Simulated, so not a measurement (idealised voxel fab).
Name of the process module below: voxel wiring stack
The width of the displayed cross-section, cut, is 295 nm; its cells are square, with a size of 5 nm.
Each cross-section below is a grid of square cells, stated as bands in top-down order, with one or more rows of cells making up each band. A band entry consists of two parts. The first gives the height of the band's top and the height of its bottom, in nm. The rest lists the band's materials from left to right, each with its width in nm. A single material labelled with the word "edge to edge" fills the band from edge to edge, and the word "blank" marks empty space. Measure heights from 0. That's the level where, below it, the as-received wafer is all one material. The lowest band is bottomless and extends downward; write it as in "0 and below". Width "30->40": first value at the band's top row of cells, second value at its bottom row, equal change from row to row. No cell of the cross-section changed in a step that is given as "no modification". Empty spaces without an open route to the top, at least 8 cells in extent, make up the entry "Closed void catalog"; each is given as width x height at distance, where the distance is measured from the left edge, and all are in nm. Step line, after settings: the simulator's comment on this step. overlay nm: for a step with a mask, the amount by which the mask lay right of where it was planned; a negative amount means left of it.

[The process steps that were planned are listed below]
1. RECEIVE | material Si
2. CONFORMAL_DEP | material SiO2 | thk nm 10
3. CONFORMAL_DEP | material SiCN | thk nm 5
4. DIRECTIONAL_DEP | material lowk | thk nm 25
5. PATTERN | tone open | mask id METAL_1 | material resist | width nm 25 | pitch nm 45 | thk nm 15 | overlay nm 0
6. DIRECTIONAL_ETCH | etch materials lowk | depth nm 25
7. DIRECTIONAL_ETCH | etch materials SiCN | depth nm 5
8. STRIP | etch materials resist
9. CONFORMAL_DEP | material TiN | thk nm 5
10. FILL_DEP | material Cu | thk nm 5
11. CMP | height nm 40
12. CONFORMAL_DEP | material SiCN | thk nm 5
13. DIRECTIONAL_DEP | material lowk | thk nm 15
14. DIRECTIONAL_DEP | material aC | thk nm 15
15. PATTERN | tone open | mask id PLUG_1 | material resist | width nm 15 | thk nm 35 | overlay nm 0
16. DIRECTIONAL_ETCH | etch materials aC | depth nm 15
17. STRIP | etch materials resist
18. DIRECTIONAL_ETCH | etch materials lowk | depth nm 15
19. DIRECTIONAL_ETCH | etch materials SiCN | depth nm 5
20. STRIP | etch materials aC
21. EPI | material Ru | thk nm 10
22. EPI | material Ru | thk nm 10
23. CONFORMAL_DEP | material SiCN | thk nm 5
24. DIRECTIONAL_DEP | material lowk | thk nm 15
25. PATTERN | tone open | mask id METAL_2 | material resist | width nm 25 | pitch nm 45 | thk nm 20 | overlay nm 0
26. DIRECTIONAL_ETCH | etch materials lowk | depth nm 15
27. DIRECTIONAL_ETCH | etch materials SiCN | depth nm 5
28. STRIP | etch materials resist
29. CONFORMAL_DEP | material TiN | thk nm 5
30. FILL_DEP | material Ru | thk nm 5
31. CMP | height nm 80
32. CONFORMAL_DEP | material SiCN | thk nm 5
33. DIRECTIONAL_DEP | material SiO2 | thk nm 20
34. PATTERN | tone open | mask id PLUG_2 | material resist | width nm 15 | thk nm 20 | overlay nm 0
35. DIRECTIONAL_ETCH | etch materials SiO2 | depth nm 20
36. DIRECTIONAL_ETCH | etch materials SiCN | depth nm 5
37. STRIP | etch materials resist
38. CONFORMAL_DEP | material TiN | thk nm 5
39. FILL_DEP | material Cu | thk nm 5
40. CMP | height nm 105
41. DIRECTIONAL_DEP | material TiN | thk nm 5
42. DIRECTIONAL_DEP | material Ru | thk nm 25
43. DIRECTIONAL_DEP | material aC | thk nm 10
44. PATTERN | tone cover | mask id METAL_3 | material resist | width nm 25 | pitch nm 45 | thk nm 25 | overlay nm 0
45. DIRECTIONAL_ETCH | etch materials aC | depth nm 10
46. STRIP | etch materials resist
47. DIRECTIONAL_ETCH | etch materials Ru | depth nm 25
48. DIRECTIONAL_ETCH | etch materials TiN | depth nm 5
49. STRIP | etch materials aC
50. CONFORMAL_DEP | material SiN | thk nm 5
51. FILL_DEP | material SiO2 | thk nm 5
52. CMP | height nm 135
53. CONFORMAL_DEP | material SiN | thk nm 5

[Cross-sectional view of the wafer in its as-received condition, corresponding to the state after step 1]
    0 and below: Si edge to edge
    Closed void catalog: none

[Cross-sectional result after module completion. Note: starting condition and plan are unchanged from above; one processing mistake was made]
    140 down to 135: SiN edge to edge
    135 down to 110: SiO2: 100, then SiN: 5, then Ru: 25, then SiN: 5, then SiO2: 10, then SiN: 5, then Ru: 25, then SiN: 5, then SiO2: 115
    110 down to 105: SiN: 105, then TiN: 25, then SiN: 20, then TiN: 25, then SiN: 120
    105 down to 85: SiO2: 110, then TiN: 5, then Cu: 5, then TiN: 5, then SiO2: 170
    85 down to 80: SiCN: 110, then TiN: 15, then SiCN: 170
    80 down to 65: lowk: 110, then TiN: 5, then Ru: 15, then TiN: 5, then lowk: 20, then TiN: 5, then Ru: 15, then TiN: 5, then lowk: 115
    65 down to 60: SiCN: 110, then TiN: 25, then SiCN: 20, then TiN: 25, then SiCN: 115
    60 down to 45: lowk: 110, then Ru: 15, then lowk: 170
    45 down to 40: SiCN: 110, then Ru: 15, then SiCN: 170
    40 down to 15: lowk: 110, then TiN: 5, then Cu: 15, then TiN: 5, then lowk: 20, then TiN: 5, then Cu: 15, then TiN: 5, then lowk: 115
    15 down to 10: SiCN: 110, then TiN: 25, then SiCN: 20, then TiN: 25, then SiCN: 115
    10 down to 0: SiO2 edge to edge
    0 and below: Si edge to edge
    Closed void catalog: none
What broke from the plan during processing? step 44 went in with a setting other than planned; the actual run was PATTERN | tone cover | mask id METAL_3 | material resist | width nm 25 | pitch nm 45 | thk nm 25 | overlay nm -5
